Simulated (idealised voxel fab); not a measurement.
process module | voxel self aligned contacts
cross-section cut | 185 nm wide | cells 5 nm
A cross-section is a grid of square cells, given in bands from the top down. A band is one or more rows of cells.
Each band's line starts with the height of the band's top and of its bottom, in nm. Then come its materials from left to right, each with its width in nm. One material with "throughout" fills the band from edge to edge. "air" is empty space.
Height 0 is the level under which the wafer as received is all one material. The lowest band goes on downwards, as in "0 down".
A width such as "30 to 40" changes by the same amount from each row of cells to the next, from the band's top row to its bottom row.
"no change" after a step means that no cell of the cross-section changed.
closed voids: empty space of 8 cells or more with no open way to the top, each as width x height at its distance from the left edge, in nm
after a step's settings: what the simulator itself notes on the step
overlay nm, on a step with a mask: how far to the right of its planned place the mask lay; to the left if negative
plan
1 op RECEIVE | material Si
2 op OXIDIZE | depth nm 5
3 op DIRECTIONAL_DEP | material polySi | thk nm 25
4 op DIRECTIONAL_DEP | material SiN | thk nm 20
5 op MASKED_ETCH | tone cover | mask id GATE | width nm 35 | pitch nm 80 | etch materials SiN | depth nm 20 | overlay nm 0
6 op MASKED_ETCH | tone cover | mask id GATE | width nm 35 | pitch nm 80 | etch materials polySi | depth nm 25 | overlay nm 0
7 op CONFORMAL_DEP | material SiN | thk nm 10
8 op DIRECTIONAL_ETCH | etch materials SiN | depth nm 10
9 op FILL_DEP | material SiO2 | thk nm 20
10 op CMP | height nm 55
11 op PATTERN | tone open | mask id CONTACT | material resist | width nm 55 | thk nm 15 | overlay nm 0
12 op DIRECTIONAL_ETCH | etch materials SiO2 | depth nm 60
13 op STRIP | etch materials resist
14 op CONFORMAL_DEP | material TiN | thk nm 5
15 op FILL_DEP | material Ru | thk nm 10
16 op CMP | height nm 55
17 op CONFORMAL_DEP | material SiCN | thk nm 5
as received, after step 1
  0 down: Si throughout
  closed voids: none
first wafer at the end, as planned
  60 to 55: SiCN throughout
  55 to 45: SiO2 65 | TiN 5 to 20 | Ru 45 to 15 | TiN 5 to 20 | SiO2 65
  45 to 25: SiO2 25 | SiN 55 | TiN 5 | Ru 15 | TiN 5 | SiN 55 | SiO2 25
  25 to 0: SiO2 25 | SiN 10 | polySi 35 | SiN 10 | TiN 5 | Ru 15 | TiN 5 | SiN 10 | polySi 35 | SiN 10 | SiO2 25
  0 to -5: SiO2 80 | TiN 25 | SiO2 80
  -5 down: Si throughout
  closed voids: none
second wafer at the end: like start, like plan, one mistake
  60 to 55: SiCN throughout
  55 to 50: SiO2 25 | SiN 55 | TiN 5 | Ru 15 | TiN 5 | SiN 55 | SiO2 25
  50 to 45: SiO2 25 | SiN 55 | TiN 25 | SiN 55 | SiO2 25
  45 to 25: SiN throughout
  25 to 0: polySi throughout
  0 to -5: SiO2 throughout
  -5 down: Si throughout
  closed voids: none
what went wrong: step 4 was run twice
at the end the second wafer has, in cells: 36 fewer of Ru | 64 more of SiN | 117 fewer of SiO2 | 26 fewer of TiN | 115 more of polySi
